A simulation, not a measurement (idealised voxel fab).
Process module name: voxel capacitor over wiring
For reference, the cross-section in this document is cut, with width 270 nm and square cells of 5 nm.
A cross-section in this document is a grid of square cells, and it is written down as bands, the top band listed before the ones below it; a band is made up of one or more rows of cells.
The band entry comprises the height of the band's top followed by the height of its bottom, expressed in nm, and subsequently the band's materials from left to right, each stated together with its width in nm. Where a single material is marked with the word "everywhere", that material fills the band from edge to edge. The word "air" represents empty space.
All heights in this document are referenced to 0, defined as the level beneath which the wafer, as received, consists entirely of one material. The lowest band is not bounded below; it extends indefinitely downward and is written in the form "z 0 and below".
Width "30->40": first value at the band's top row of cells, second value at its bottom row, equal change from row to row.
When a step is marked "left unchanged", none of the cells in the cross-section changed during that step.
Any empty space of 8 cells or more lacking an open way to the top shows up in "Listed closed voids" as width x height at distance, distance from the left edge, in nm.
Anything after a step's settings on that line? It's the simulator's own note about the step.
overlay nm, on a step with a mask: how far to the right of its planned place the mask lay; to the left if negative
Process steps - plan:
1 RECEIVE | material Si
2 CONFORMAL_DEP | material SiO2 | thk nm 15
3 DIRECTIONAL_DEP | material TiN | thk nm 5
4 DIRECTIONAL_DEP | material Ru | thk nm 25
5 DIRECTIONAL_DEP | material aC | thk nm 15
6 PATTERN | tone cover | mask id METAL_1 | material resist | width nm 20 | pitch nm 85 | thk nm 35 | overlay nm 0
7 DIRECTIONAL_ETCH | etch materials aC | depth nm 15
8 STRIP | etch materials resist
9 DIRECTIONAL_ETCH | etch materials Ru | depth nm 25
10 DIRECTIONAL_ETCH | etch materials TiN | depth nm 5
11 STRIP | etch materials aC
12 CONFORMAL_DEP | material SiCN | thk nm 5
13 FILL_DEP | material lowk | thk nm 5
14 CMP | height nm 45
15 CONFORMAL_DEP | material SiCN | thk nm 5
16 DIRECTIONAL_DEP | material SiO2 | thk nm 15
17 DIRECTIONAL_DEP | material aC | thk nm 10
18 PATTERN | tone open | mask id PLUG_1 | material resist | width nm 15 | thk nm 25 | overlay nm 0
19 DIRECTIONAL_ETCH | etch materials aC | depth nm 10
20 STRIP | etch materials resist
21 DIRECTIONAL_ETCH | etch materials SiO2 | depth nm 15
22 DIRECTIONAL_ETCH | etch materials SiCN | depth nm 5
23 STRIP | etch materials aC
24 CONFORMAL_DEP | material TiN | thk nm 5
25 FILL_DEP | material Ru | thk nm 10
26 CMP | height nm 65
27 DIRECTIONAL_DEP | material TiN | thk nm 5
28 DIRECTIONAL_DEP | material SiN | thk nm 5
29 DIRECTIONAL_DEP | material TiN | thk nm 5
30 MASKED_ETCH | tone cover | mask id UPPER_PLATE | width nm 60 | etch materials TiN | depth nm 5 | overlay nm 0
31 MASKED_ETCH | tone cover | mask id UPPER_PLATE | width nm 70 | etch materials SiN | depth nm 5 | overlay nm 0
32 PATTERN | tone cover | mask id LOWER_PLATE | material resist | width nm 80 | thk nm 15 | overlay nm 0
33 DIRECTIONAL_ETCH | etch materials TiN | depth nm 5
34 STRIP | etch materials resist
35 FILL_DEP | material SiO2 | thk nm 20
36 CMP | height nm 95
37 MASKED_ETCH | tone open | mask id PLUG_2 | width nm 15 | etch materials SiO2 | depth nm 15 | overlay nm 0
38 CONFORMAL_DEP | material TiN | thk nm 5
39 FILL_DEP | material Ru | thk nm 5
40 CMP | height nm 95
41 CONFORMAL_DEP | material SiN | thk nm 5
Every wafer here starts from the same state; it is the step 30 width nm that distinguishes them, and the value the plan gives belongs to the first wafer.
As-received state after step 1, first of several wafers, cross-section:
    z 0 and below | Si everywhere
    Listed closed voids: none
Basically each wafer gets a line in the table, showing it at the end of the module: material by material, the cells it gained (+) or lost (-) since we got it, then its closed voids:
width nm 60; +45 Ru; +117 SiCN; +68 SiN; +588 SiO2; +52 TiN; +210 lowk; Listed closed voids: none
width nm 65; +45 Ru; +117 SiCN; +68 SiN; +587 SiO2; +53 TiN; +210 lowk; Listed closed voids: none
width nm 70; +45 Ru; +117 SiCN; +68 SiN; +586 SiO2; +54 TiN; +210 lowk; Listed closed voids: none
width nm 75; +45 Ru; +117 SiCN; +69 SiN; +584 SiO2; +55 TiN; +210 lowk; Listed closed voids: none
width nm 80; +45 Ru; +117 SiCN; +70 SiN; +582 SiO2; +56 TiN; +210 lowk; Listed closed voids: none
width nm 85; +45 Ru; +117 SiCN; +71 SiN; +580 SiO2; +57 TiN; +210 lowk; Listed closed voids: none
